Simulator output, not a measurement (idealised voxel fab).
process module | voxel transistor to metal
Xsec cut, 155 nm wide, square cell size 5 nm.
Each cross-section below is a grid of square cells, stated as bands in top-down order, with one or more rows of cells making up each band. Basically the band line says how high the top is and how high the bottom is, in nm, and then what's in it from left to right, every material with its width in nm. Empty space shows up as "blank", and if a single material carries "all across" it runs the full band edge to edge. Convention: height 0 is the level below which the wafer, as received, is all one material. The lowest band does not terminate at the bottom but continues downward, represented as "0 down". A two-number width, for instance "30->40", indicates that the width is equal to the first number in the top row of the band and to the second number in the bottom row, and that it changes by a constant amount per row of cells. "stayed the same" for a step: no cell of the cross-section changed in that step. For the entry "Enclosed internal cavities", the listed items are empty spaces with no open way to the top whose size is 8 cells or more; each item follows the pattern width x height at distance, where distance is from the left edge and all three are in nm. Text after the settings on a step's line: the simulator's own remark on that step. overlay nm: how far to the right of its planned place the mask lay on this masked step (negative: to the left).
Below is the list of planned process steps:
| 1 | RECEIVE,material Si |
| 2 | CONFORMAL_DEP,material SiO2,thk nm 5 |
| 3 | CONFORMAL_DEP,material SiN,thk nm 15 |
| 4 | PATTERN,tone cover,mask id ACTIVE,material resist,width nm 105,thk nm 15,overlay nm 0 |
| 5 | DIRECTIONAL_ETCH,etch materials SiN,depth nm 15 |
| 6 | DIRECTIONAL_ETCH,etch materials SiO2,depth nm 5 |
| 7 | DIRECTIONAL_ETCH,etch materials Si,depth nm 20 |
| 8 | STRIP,etch materials resist |
| 9 | OXIDIZE,depth nm 5 |
| 10 | FILL_DEP,material SiO2,thk nm 15 |
| 11 | CMP,height nm 20 |
| 12 | SELECTIVE_ETCH,etch materials SiO2,depth nm 15 |
| 13 | STRIP,etch materials SiN |
| 14 | SELECTIVE_ETCH,etch materials SiO2,depth nm 5 |
| 15 | OXIDIZE,depth nm 5 |
| 16 | DIRECTIONAL_DEP,material polySi,thk nm 30 |
| 17 | DIRECTIONAL_DEP,material SiCN,thk nm 10 |
| 18 | DIRECTIONAL_DEP,material aC,thk nm 10 |
| 19 | PATTERN,tone cover,mask id GATE,material resist,width nm 25,thk nm 30,overlay nm 0 |
| 20 | DIRECTIONAL_ETCH,etch materials aC,depth nm 10 |
| 21 | STRIP,etch materials resist |
| 22 | DIRECTIONAL_ETCH,etch materials SiCN,depth nm 20 |
| 23 | DIRECTIONAL_ETCH,etch materials polySi,depth nm 40 |
| 24 | STRIP,etch materials aC |
| 25 | CONFORMAL_DEP,material SiO2,thk nm 5 |
| 26 | DIRECTIONAL_ETCH,etch materials SiO2,depth nm 5 |
| 27 | CONFORMAL_DEP,material SiN,thk nm 10 |
| 28 | DIRECTIONAL_ETCH,etch materials SiN,depth nm 10 |
| 29 | DIRECTIONAL_ETCH,etch materials SiO2,depth nm 5 |
| 30 | DIRECTIONAL_ETCH,etch materials Si,depth nm 15 |
| 31 | EPI,material nSi,thk nm 15 |
| 32 | FILL_DEP,material SiO2,thk nm 10 |
| 33 | CMP,height nm 40 |
| 34 | DIRECTIONAL_DEP,material SiO2,thk nm 15 |
| 35 | PATTERN,tone open,mask id CONTACT,material resist,width nm 30,pitch nm 65,thk nm 20,overlay nm 0 |
| 36 | DIRECTIONAL_ETCH,etch materials SiO2,depth nm 60 |
| 37 | STRIP,etch materials resist |
| 38 | CONFORMAL_DEP,material TiN,thk nm 5 |
| 39 | FILL_DEP,material Ru,thk nm 5 |
| 40 | CMP,height nm 55 |
| 41 | CONFORMAL_DEP,material SiCN,thk nm 5 |
| 42 | DIRECTIONAL_DEP,material SiO2,thk nm 25 |
| 43 | MASKED_ETCH,tone open,mask id METAL_1,width nm 20,pitch nm 75,etch materials SiO2,depth nm 25,overlay nm 0 |
| 44 | MASKED_ETCH,tone open,mask id METAL_1,width nm 20,pitch nm 75,etch materials SiCN,depth nm 5,overlay nm 0 |
| 45 | CONFORMAL_DEP,material TiN,thk nm 5 |
| 46 | FILL_DEP,material Cu,thk nm 5 |
| 47 | CMP,height nm 85 |
| 48 | CONFORMAL_DEP,material SiN,thk nm 5 |
Cross-section: wafer on arrival = after step 1:
  0 down: Si all across
  Enclosed internal cavities: none
Starting wafer: above. Plan: above. Run: one mistake. Cross-section after the module: below:
  90 to 85: SiN all across
  85 to 65: Cu (25)  TiN (5)  SiO2 (20)  TiN (5)  Cu (45)  TiN (5)  SiO2 (20)  TiN (5)  Cu (25)
  65 to 60: TiN (30)  SiO2 (20)  TiN (55)  SiO2 (20)  TiN (30)
  60 to 55: SiCN all across
  55 to 45: SiO2 (30)  TiN (5)  Ru (20)  TiN (5)  SiO2 (35)  TiN (5)  Ru (20)  TiN (5)  SiO2 (30)
  45 to 40: SiO2 (30)  TiN (5)  Ru (10)  TiN (15)  SiO2 (35)  TiN (15)  Ru (10)  TiN (5)  SiO2 (30)
  40 to 30: SiO2 (30)  TiN (5)  Ru (10)  TiN (5)  SiN (10)  SiO2 (5)  SiCN (25)  SiO2 (5)  SiN (10)  TiN (5)  Ru (10)  TiN (5)  SiO2 (30)
  30 to 15: SiO2 (30)  TiN (5)  Ru (10)  TiN (5)  SiN (10)  SiO2 (5)  polySi (25)  SiO2 (5)  SiN (10)  TiN (5)  Ru (10)  TiN (5)  SiO2 (30)
  15 to 10: SiO2 (30)  TiN (20)  SiN (10)  SiO2 (5)  polySi (25)  SiO2 (5)  SiN (10)  TiN (20)  SiO2 (30)
  10 to 0: SiO2 (30)  TiN (5)  nSi (15)  SiN (10)  SiO2 (5)  polySi (25)  SiO2 (5)  SiN (10)  nSi (15)  TiN (5)  SiO2 (30)
  0 to -5: SiO2 (30)  TiN (5)  nSi (15)  SiO2 (55)  nSi (15)  TiN (5)  SiO2 (30)
  -5 to -20: SiO2 (30)  nSi (20)  Si (55)  nSi (20)  SiO2 (30)
  -20 to -25: SiO2 (30)  Si (95)  SiO2 (30)
  -25 down: Si all across
  Enclosed internal cavities: none
Short version of what went wrong: so step 43 ended up running with a different setting than we planned, it ran as MASKED_ETCH,tone cover,mask id METAL_1,width nm 20,pitch nm 75,etch materials SiO2,depth nm 25,overlay nm 0
